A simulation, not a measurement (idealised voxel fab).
process module | voxel gate over fins
cross-section cut | 240 nm wide | cells 5 nm
A cross-section is a grid of square cells, given in bands from the top down. A band is one or more rows of cells.
Each band's line starts with the height of the band's top and of its bottom, in nm. Then come its materials from left to right, each with its width in nm. One material with "throughout" fills the band from edge to edge. "air" is empty space.
Height 0 is the level under which the wafer as received is all one material. The lowest band goes on downwards, as in "0 down".
A width such as "30 to 40" changes by the same amount from each row of cells to the next, from the band's top row to its bottom row.
"no change" after a step means that no cell of the cross-section changed.
closed voids: empty space of 8 cells or more with no open way to the top, each as width x height at its distance from the left edge, in nm
after a step's settings: what the simulator itself notes on the step
overlay nm, on a step with a mask: how far to the right of its planned place the mask lay; to the left if negative
plan
1 op RECEIVE | material Si
2 op CONFORMAL_DEP | material SiN | thk nm 5
3 op DIRECTIONAL_DEP | material aC | thk nm 10
4 op PATTERN | tone cover | mask id FINS | material resist | width nm 15 | pitch nm 40 | thk nm 30 | overlay nm 0
5 op DIRECTIONAL_ETCH | etch materials aC | depth nm 10
6 op STRIP | etch materials resist
7 op DIRECTIONAL_ETCH | etch materials SiN | depth nm 5
8 op DIRECTIONAL_ETCH | etch materials Si | depth nm 40
9 op STRIP | etch materials aC
10 op OXIDIZE | depth nm 5
11 op FILL_DEP | material SiO2 | thk nm 5
12 op CMP | height nm 5
13 op SELECTIVE_ETCH | etch materials SiO2 | depth nm 15
14 op STRIP | etch materials SiN
15 op CONFORMAL_DEP | material HfO2 | thk nm 5
16 op CONFORMAL_DEP | material TiN | thk nm 5
17 op FILL_DEP | material W | thk nm 15
18 op CMP | height nm 20
19 op CONFORMAL_DEP | material SiN | thk nm 10
as received, after step 1
  0 down: Si throughout
  closed voids: none
a wafer at the end: this start, this plan, one mistake
  30 to 20: SiN throughout
  20 to 10: W throughout
  10 to 5: W 65 | TiN 25 | W 15 | TiN 25 | W 15 | TiN 25 | W 70
  5 to 0: W 65 | TiN 5 | HfO2 15 | TiN 5 | W 15 | TiN 5 | HfO2 15 | TiN 5 | W 15 | TiN 5 | HfO2 15 | TiN 5 | W 70
  0 to -5: TiN 70 | HfO2 5 | Si 5 | HfO2 5 | TiN 25 | HfO2 5 | Si 5 | HfO2 5 | TiN 25 | HfO2 5 | Si 5 | HfO2 5 | TiN 75
  -5 to -10: HfO2 75 | Si 5 | HfO2 35 | Si 5 | HfO2 35 | Si 5 | HfO2 80
  -10 to -35: SiO2 75 | Si 5 | SiO2 35 | Si 5 | SiO2 35 | Si 5 | SiO2 80
  -35 down: Si throughout
  closed voids: none
what went wrong: step 8 ran as: op DIRECTIONAL_ETCH | etch materials Si | depth nm 30
